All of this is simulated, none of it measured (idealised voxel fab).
Module name: voxel wiring stack (process module)
It is cross-section cut that appears here, measuring 220 nm in width, its square cells being 5 nm in size.
Throughout this document, each cross-section is represented as a grid of square cells and is presented as a sequence of bands enumerated from the top downward, where a band comprises one or more rows of cells.
For a band, the entry starts with two heights in nm, that of the top and then that of the bottom, and carries on with the band's materials in order from left to right, each alongside its width in nm; the word "everywhere" beside a single material means it fills the band edge to edge, and "air" means empty space.
Beneath 0, the wafer as received is one material, and that level is where height counting begins. The lowest band goes on downward without a bottom; it is written like "0 and below".
It should be noted that a width expressed as "30 to 40" varies in equal increments from row to row of cells within the band, taking the value of the first number at the top row and that of the second number at the bottom row.
Any step labelled "nothing changed" changed none of the cells in the cross-section.
Each empty space that has no open way to the top and spans at least 8 cells appears under "Fully sealed cavities" as width x height at distance, the distance counted from the left edge, all in nm.
Where a step's line continues beyond its settings, the continuation is a remark by the simulator itself on that step.
For masked steps, "overlay nm" on the step line gives how far right of plan the mask actually lay; a minus sign means it lay to the left.

## The process steps that were planned are listed below
1) RECEIVE,material Si
2) CONFORMAL_DEP,material SiO2,thk nm 15
3) CONFORMAL_DEP,material SiN,thk nm 5
4) DIRECTIONAL_DEP,material SiO2,thk nm 25
5) MASKED_ETCH,tone open,mask id METAL_1,width nm 25,pitch nm 45,etch materials SiO2,depth nm 25,overlay nm 0
6) MASKED_ETCH,tone open,mask id METAL_1,width nm 25,pitch nm 45,etch materials SiN,depth nm 5,overlay nm 0
7) CONFORMAL_DEP,material TiN,thk nm 5
8) FILL_DEP,material Cu,thk nm 10
9) CMP,height nm 45
10) CONFORMAL_DEP,material SiCN,thk nm 5
11) DIRECTIONAL_DEP,material SiO2,thk nm 15
12) MASKED_ETCH,tone open,mask id PLUG_1,width nm 15,pitch nm 45,etch materials SiO2,depth nm 15,overlay nm 0
13) MASKED_ETCH,tone open,mask id PLUG_1,width nm 15,pitch nm 45,etch materials SiCN,depth nm 5,overlay nm 0
14) EPI,material Ru,thk nm 10
15) EPI,material Ru,thk nm 10
16) CONFORMAL_DEP,material SiN,thk nm 5
17) DIRECTIONAL_DEP,material lowk,thk nm 20
18) PATTERN,tone open,mask id METAL_2,material resist,width nm 25,pitch nm 45,thk nm 20,overlay nm 0
19) DIRECTIONAL_ETCH,etch materials lowk,depth nm 20
20) DIRECTIONAL_ETCH,etch materials SiN,depth nm 5
21) STRIP,etch materials resist
22) CONFORMAL_DEP,material TiN,thk nm 5
23) FILL_DEP,material Cu,thk nm 10
24) CMP,height nm 90
25) CONFORMAL_DEP,material SiCN,thk nm 5
26) DIRECTIONAL_DEP,material SiO2,thk nm 30
27) MASKED_ETCH,tone open,mask id METAL_3_HOLES,width nm 15,pitch nm 45,etch materials SiO2,depth nm 30,overlay nm 0
28) MASKED_ETCH,tone open,mask id METAL_3,width nm 25,pitch nm 45,etch materials SiO2,depth nm 20,overlay nm 0
29) MASKED_ETCH,tone open,mask id METAL_3,width nm 25,pitch nm 45,etch materials SiCN,depth nm 5,overlay nm 0
30) CONFORMAL_DEP,material TiN,thk nm 5
31) FILL_DEP,material Cu,thk nm 10
32) CMP,height nm 125
33) CONFORMAL_DEP,material SiCN,thk nm 5
34) DIRECTIONAL_DEP,material lowk,thk nm 25
35) MASKED_ETCH,tone open,mask id METAL_4_HOLES,width nm 15,pitch nm 90,etch materials lowk,depth nm 25,overlay nm 0
36) PATTERN,tone open,mask id METAL_4,material resist,width nm 25,pitch nm 45,thk nm 20,overlay nm 0
37) DIRECTIONAL_ETCH,etch materials lowk,depth nm 15
38) DIRECTIONAL_ETCH,etch materials SiCN,depth nm 5
39) STRIP,etch materials resist
40) CONFORMAL_DEP,material TiN,thk nm 5
41) FILL_DEP,material Cu,thk nm 10
42) CMP,height nm 155
43) CONFORMAL_DEP,material SiCN,thk nm 5

## Delivered wafer in cross-section: state after step 1
> 0 and below = Si everywhere
> Fully sealed cavities: none

## What the wafer looks like in cross-section after this module, when it starts as shown above and follows the plan above but one mistake is made in running it
> 160 down to 155 = SiCN everywhere
> 155 down to 145 = lowk 50 nm, then TiN 5 nm, then Cu 15 nm, then TiN 5 nm, then lowk 20 nm, then TiN 5 nm, then Cu 15 nm, then TiN 5 nm, then lowk 20 nm, then TiN 5 nm, then Cu 15 nm, then TiN 5 nm, then lowk 55 nm
> 145 down to 140 = lowk 50 nm, then TiN 5 nm, then Cu 5 nm, then TiN 15 nm, then lowk 20 nm, then TiN 25 nm, then lowk 20 nm, then TiN 5 nm, then Cu 5 nm, then TiN 15 nm, then lowk 55 nm
> 140 down to 130 = lowk 50 nm, then TiN 5 nm, then Cu 5 nm, then TiN 5 nm, then lowk 75 nm, then TiN 5 nm, then Cu 5 nm, then TiN 5 nm, then lowk 65 nm
> 130 down to 125 = SiCN 50 nm, then TiN 15 nm, then SiCN 75 nm, then TiN 15 nm, then SiCN 65 nm
> 125 down to 110 = SiO2 50 nm, then TiN 5 nm, then Cu 15 nm, then TiN 5 nm, then SiO2 20 nm, then TiN 5 nm, then Cu 15 nm, then TiN 5 nm, then SiO2 20 nm, then TiN 5 nm, then Cu 15 nm, then TiN 5 nm, then SiO2 55 nm
> 110 down to 105 = SiO2 50 nm, then TiN 5 nm, then Cu 5 nm, then TiN 15 nm, then SiO2 20 nm, then TiN 5 nm, then Cu 5 nm, then TiN 15 nm, then SiO2 20 nm, then TiN 5 nm, then Cu 5 nm, then TiN 15 nm, then SiO2 55 nm
> 105 down to 95 = SiO2 50 nm, then TiN 5 nm, then Cu 5 nm, then TiN 5 nm, then SiO2 30 nm, then TiN 5 nm, then Cu 5 nm, then TiN 5 nm, then SiO2 30 nm, then TiN 5 nm, then Cu 5 nm, then TiN 5 nm, then SiO2 65 nm
> 95 down to 90 = SiCN 50 nm, then TiN 15 nm, then SiCN 30 nm, then TiN 15 nm, then SiCN 30 nm, then TiN 15 nm, then SiCN 65 nm
> 90 down to 70 = Cu 45 nm, then TiN 5 nm, then lowk 25 nm, then TiN 5 nm, then Cu 10 nm, then TiN 5 nm, then lowk 25 nm, then TiN 5 nm, then Cu 10 nm, then TiN 5 nm, then lowk 25 nm, then TiN 5 nm, then Cu 50 nm
> 70 down to 65 = TiN 50 nm, then SiN 25 nm, then TiN 20 nm, then SiN 25 nm, then TiN 20 nm, then SiN 25 nm, then TiN 55 nm
> 65 down to 50 = SiO2 50 nm, then Ru 15 nm, then SiO2 30 nm, then Ru 15 nm, then SiO2 30 nm, then Ru 15 nm, then SiO2 65 nm
> 50 down to 45 = SiCN 50 nm, then Ru 15 nm, then SiCN 30 nm, then Ru 15 nm, then SiCN 30 nm, then Ru 15 nm, then SiCN 65 nm
> 45 down to 20 = SiO2 50 nm, then TiN 5 nm, then Cu 15 nm, then TiN 5 nm, then SiO2 20 nm, then TiN 5 nm, then Cu 15 nm, then TiN 5 nm, then SiO2 20 nm, then TiN 5 nm, then Cu 15 nm, then TiN 5 nm, then SiO2 55 nm
> 20 down to 15 = SiN 50 nm, then TiN 25 nm, then SiN 20 nm, then TiN 25 nm, then SiN 20 nm, then TiN 25 nm, then SiN 55 nm
> 15 down to 0 = SiO2 everywhere
> 0 and below = Si everywhere
> Fully sealed cavities: none
The mistake made against the process plan was this: off-plan run, step 18, actual operation and settings PATTERN,tone cover,mask id METAL_2,material resist,width nm 25,pitch nm 45,thk nm 20,overlay nm 0
